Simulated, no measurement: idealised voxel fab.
The name of this process module is voxel gate over fins.
It is cross-section cut that appears here, measuring 155 nm in width, its square cells being 5 nm in size.
Format of a cross-section: grid, square cells. Given as bands. Order: top down. Band: one or more rows of cells.
Band: top and bottom heights (nm) first, top before bottom; then materials from left to right, widths in nm. "everywhere" marks a sole material filling the band edge to edge. "air" denotes empty space.
Counting heights begins at 0, where everything beneath is, in the wafer as received, one material. The lowest band has no bottom; it goes on downwards, as "0 and below" shows.
So if you see something like "30..40" for the width, read it as the top row of the band sitting at the first number and the bottom row at the second, with every row in between moving by the same amount as the last.
Key: "no modification" - step with no changed cell in the cross-section.
The entry "Closed void list" lists the empty spaces that cover at least 8 cells and have no open path to the top. Each is written as width x height at distance, where the distance is measured from the left edge and all three values are in nm.
Anything after a step's settings on that line? It's the simulator's own note about the step.
overlay nm: mask offset rightward from planned place, masked step; negative means leftward offset.

## plan
step 1: RECEIVE,material Si
step 2: CONFORMAL_DEP,material SiN,thk nm 10
step 3: MASKED_ETCH,tone cover,mask id FINS,width nm 15,pitch nm 40,etch materials SiN,depth nm 10,overlay nm 0
step 4: MASKED_ETCH,tone cover,mask id FINS,width nm 15,pitch nm 40,etch materials Si,depth nm 40,overlay nm 0
step 5: OXIDIZE,depth nm 5
step 6: FILL_DEP,material SiO2,thk nm 10
step 7: CMP,height nm 10
step 8: SELECTIVE_ETCH,etch materials SiO2,depth nm 25
step 9: STRIP,etch materials SiN
step 10: CONFORMAL_DEP,material HfO2,thk nm 5
step 11: CONFORMAL_DEP,material TiN,thk nm 5
step 12: CONFORMAL_DEP,material TiAl,thk nm 5
step 13: CONFORMAL_DEP,material TiN,thk nm 5
step 14: FILL_DEP,material W,thk nm 10
step 15: CMP,height nm 25
step 16: CONFORMAL_DEP,material SiCN,thk nm 5

## First of two wafers, processed according to plan

## Cross-section: wafer on arrival = after step 1
0 and below | Si everywhere
Closed void list: none

## Cross-sectional representation of the wafer at the conclusion of step 2
10 down to 0 | SiN everywhere
For the remainder of the cross-section, below 0, there is no change.

## Cross-sectional representation of the wafer at the conclusion of step 3
10 down to 0 | 50 of air  15 of SiN  25 of air  15 of SiN  50 of air
For the remainder of the cross-section, below 0, there is no change.

## Cross-sectional representation of the wafer at the conclusion of step 4
10 down to 0 | 50 of air  15 of SiN  25 of air  15 of SiN  50 of air
0 down to -40 | 50 of air  15 of Si  25 of air  15 of Si  50 of air
For the remainder of the cross-section, below -40, there is no change.

## Cross-sectional representation of the wafer at the conclusion of step 5
10 down to 0 | 50 of air  15 of SiN  25 of air  15 of SiN  50 of air
0 down to -40 | 50 of air  5 of SiO2  5 of Si  5 of SiO2  25 of air  5 of SiO2  5 of Si  5 of SiO2  50 of air
-40 down to -45 | 55 of SiO2  5 of Si  35 of SiO2  5 of Si  55 of SiO2
For the remainder of the cross-section, below -45, there is no change.

## Cross-sectional representation of the wafer at the conclusion of step 6
20 down to 10 | SiO2 everywhere
10 down to 0 | 50 of SiO2  15 of SiN  25 of SiO2  15 of SiN  50 of SiO2
0 down to -45 | 55 of SiO2  5 of Si  35 of SiO2  5 of Si  55 of SiO2
For the remainder of the cross-section, below -45, there is no change.

## Cross-sectional representation of the wafer at the conclusion of step 7
10 down to 0 | 50 of SiO2  15 of SiN  25 of SiO2  15 of SiN  50 of SiO2
For the remainder of the cross-section, below 0, there is no change.

## Cross-sectional representation of the wafer at the conclusion of step 8
10 down to 0 | 50 of air  15 of SiN  25 of air  15 of SiN  50 of air
0 down to -15 | 55 of air  5 of Si  35 of air  5 of Si  55 of air
For the remainder of the cross-section, below -15, there is no change.

## Cross-sectional representation of the wafer at the conclusion of step 9
0 down to -15 | 55 of air  5 of Si  35 of air  5 of Si  55 of air
For the remainder of the cross-section, below -15, there is no change.

## Cross-sectional representation of the wafer at the conclusion of step 10
5 down to 0 | 50 of air  15 of HfO2  25 of air  15 of HfO2  50 of air
0 down to -10 | 50 of air  5 of HfO2  5 of Si  5 of HfO2  25 of air  5 of HfO2  5 of Si  5 of HfO2  50 of air
-10 down to -15 | 55 of HfO2  5 of Si  35 of HfO2  5 of Si  55 of HfO2
For the remainder of the cross-section, below -15, there is no change.

## Cross-sectional representation of the wafer at the conclusion of step 11
10 down to 5 | 45 of air  25 of TiN  15 of air  25 of TiN  45 of air
5 down to 0 | 45 of air  5 of TiN  15 of HfO2  5 of TiN  15 of air  5 of TiN  15 of HfO2  5 of TiN  45 of air
0 down to -5 | 45 of air  5 of TiN  5 of HfO2  5 of Si  5 of HfO2  5 of TiN  15 of air  5 of TiN  5 of HfO2  5 of Si  5 of HfO2  5 of TiN  45 of air
-5 down to -10 | 50 of TiN  5 of HfO2  5 of Si  5 of HfO2  25 of TiN  5 of HfO2  5 of Si  5 of HfO2  50 of TiN
For the remainder of the cross-section, below -10, there is no change.

## Cross-sectional representation of the wafer at the conclusion of step 12
15 down to 10 | 40 of air  35 of TiAl  5 of air  35 of TiAl  40 of air
10 down to 5 | 40 of air  5 of TiAl  25 of TiN  5 of TiAl  5 of air  5 of TiAl  25 of TiN  5 of TiAl  40 of air
5 down to 0 | 40 of air  5 of TiAl  5 of TiN  15 of HfO2  5 of TiN  5 of TiAl  5 of air  5 of TiAl  5 of TiN  15 of HfO2  5 of TiN  5 of TiAl  40 of air
0 down to -5 | 45 of TiAl  5 of TiN  5 of HfO2  5 of Si  5 of HfO2  5 of TiN  15 of TiAl  5 of TiN  5 of HfO2  5 of Si  5 of HfO2  5 of TiN  45 of TiAl
For the remainder of the cross-section, below -5, there is no change.

## Cross-sectional representation of the wafer at the conclusion of step 13
20 down to 15 | 35 of air  85 of TiN  35 of air
15 down to 10 | 35 of air  5 of TiN  35 of TiAl  5 of TiN  35 of TiAl  5 of TiN  35 of air
10 down to 5 | 35 of air  5 of TiN  5 of TiAl  25 of TiN  5 of TiAl  5 of TiN  5 of TiAl  25 of TiN  5 of TiAl  5 of TiN  35 of air
5 down to 0 | 40 of TiN  5 of TiAl  5 of TiN  15 of HfO2  5 of TiN  5 of TiAl  5 of TiN  5 of TiAl  5 of TiN  15 of HfO2  5 of TiN  5 of TiAl  40 of TiN
For the remainder of the cross-section, below 0, there is no change.

## Cross-sectional representation of the wafer at the conclusion of step 14
30 down to 20 | W everywhere
20 down to 15 | 35 of W  85 of TiN  35 of W
15 down to 10 | 35 of W  5 of TiN  35 of TiAl  5 of TiN  35 of TiAl  5 of TiN  35 of W
10 down to 5 | 35 of W  5 of TiN  5 of TiAl  25 of TiN  5 of TiAl  5 of TiN  5 of TiAl  25 of TiN  5 of TiAl  5 of TiN  35 of W
For the remainder of the cross-section, below 5, there is no change.

## Cross-sectional representation of the wafer at the conclusion of step 15
25 down to 20 | W everywhere
For the remainder of the cross-section, below 20, there is no change.

## Cross-sectional representation of the wafer at the conclusion of step 16
30 down to 25 | SiCN everywhere
For the remainder of the cross-section, below 25, there is no change.

## What follows concerns the second wafer, which started out like the first and was meant to follow the very same plan; one mistake crept in when it was run, but everything up to and including step 14 is the same as for the first wafer

## The second wafer cut through, at the time step 15 was supposed to be finished
20 down to 15 | 35 of W  85 of TiN  35 of W
For the remainder of the cross-section, below 15, there is no change.

## The second wafer cut through, at the time step 16 was supposed to be finished
25 down to 20 | SiCN everywhere
For the remainder of the cross-section, below 20, there is no change.
Where did the run depart from the plan? heads up, step 15 didn't go per plan, it actually ran as CMP,height nm 20
The closing comparison, in cells, has the second wafer with more or fewer of some materials than the first: W -31
